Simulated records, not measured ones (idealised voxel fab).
You're looking at the process module voxel capacitor over wiring.
Cross-section cut: width 280 nm, square cells of 5 nm.
In this document a cross-section is written as a grid of square cells. It is given as a series of bands, listed from the top down, and a band is one or more rows of cells. A band entry consists of two parts. The first gives the height of the band's top and the height of its bottom, in nm. The rest lists the band's materials from left to right, each with its width in nm. A single material labelled with the word "everywhere" fills the band from edge to edge, and the word "air" marks empty space. Heights are reckoned from 0. Under this level, the received wafer is all of one material. The bottommost band is open-ended downward, for example "from 0 down". Per-row width for "30 to 40": begins at first number (top row of band), ends at second number (bottom row), increment between rows held constant. Given "no change" for a step, no cell of the cross-section differs between before and after that step. Reported under the label "Sealed void list" are the empty spaces having no open way to the top and comprising 8 cells or more; the notation for each is width x height at distance, in which the distance is measured from the left edge and all three values are in nm. Past the settings on a step's line: simulator remark, on that step. The "overlay nm" setting may appear on a step's line; for a step that uses a mask, it gives how far to the right of its planned position the mask lay, and a negative value indicates the left.

Planned step list for the process:
1. RECEIVE, material Si
2. CONFORMAL_DEP, material SiO2, thk nm 10
3. DIRECTIONAL_DEP, material TiN, thk nm 5
4. DIRECTIONAL_DEP, material W, thk nm 20
5. PATTERN, tone cover, mask id METAL_1, material resist, width nm 20, pitch nm 75, thk nm 15, overlay nm 0
6. DIRECTIONAL_ETCH, etch materials W, depth nm 20
7. DIRECTIONAL_ETCH, etch materials TiN, depth nm 5
8. STRIP, etch materials resist
9. FILL_DEP, material lowk, thk nm 5
10. CMP, height nm 35
11. CONFORMAL_DEP, material SiCN, thk nm 5
12. DIRECTIONAL_DEP, material SiO2, thk nm 20
13. DIRECTIONAL_DEP, material aC, thk nm 15
14. PATTERN, tone open, mask id PLUG_1, material resist, width nm 15, thk nm 35, overlay nm 0
15. DIRECTIONAL_ETCH, etch materials aC, depth nm 15
16. STRIP, etch materials resist
17. DIRECTIONAL_ETCH, etch materials SiO2, depth nm 20
18. DIRECTIONAL_ETCH, etch materials SiCN, depth nm 5
19. STRIP, etch materials aC
20. EPI, material Ru, thk nm 10
21. EPI, material Ru, thk nm 10
22. EPI, material Ru, thk nm 5
23. DIRECTIONAL_DEP, material TiN, thk nm 5
24. DIRECTIONAL_DEP, material SiN, thk nm 5
25. DIRECTIONAL_DEP, material TiN, thk nm 5
26. PATTERN, tone cover, mask id UPPER_PLATE, material resist, width nm 60, thk nm 20, overlay nm 0
27. DIRECTIONAL_ETCH, etch materials TiN, depth nm 5
28. DIRECTIONAL_ETCH, etch materials SiN, depth nm 5
29. STRIP, etch materials resist
30. MASKED_ETCH, tone cover, mask id LOWER_PLATE, width nm 70, etch materials TiN, depth nm 5, overlay nm 0
31. FILL_DEP, material SiO2, thk nm 15
32. CMP, height nm 85
33. MASKED_ETCH, tone open, mask id PLUG_2, width nm 15, etch materials SiO2, depth nm 10, overlay nm 0
34. CONFORMAL_DEP, material TiN, thk nm 5
35. FILL_DEP, material Cu, thk nm 5
36. CMP, height nm 85
37. CONFORMAL_DEP, material SiCN, thk nm 5

Wafer cross-section on receipt, i.e. after step 1:
> from 0 down: Si everywhere
> Sealed void list: none

The following cross-section depicts the wafer upon conclusion of the module. Processing commenced from the starting condition illustrated above and adhered to the plan illustrated above, save for one mistake in execution:
> from 90 to 85: SiCN everywhere
> from 85 to 80: 105 of SiO2, then 5 of TiN, then 5 of Cu, then 5 of TiN, then 160 of SiO2
> from 80 to 70: 105 to 95 of SiO2, then 15 to 60 of TiN, then 160 to 125 of SiO2
> from 70 to 65: lowk everywhere
> from 65 to 60: TiN everywhere
> from 60 to 40: 95 of SiO2, then 15 of Ru, then 170 of SiO2
> from 40 to 35: 95 of SiCN, then 15 of Ru, then 170 of SiCN
> from 35 to 15: 90 of lowk, then 20 of W, then 55 of lowk, then 20 of W, then 95 of lowk
> from 15 to 10: 90 of lowk, then 20 of TiN, then 55 of lowk, then 20 of TiN, then 95 of lowk
> from 10 to 0: SiO2 everywhere
> from 0 down: Si everywhere
> Sealed void list: none
Misprocessing identified: step 24 ran with different settings than intended, the actual operation and settings being DIRECTIONAL_DEP, material lowk, thk nm 5
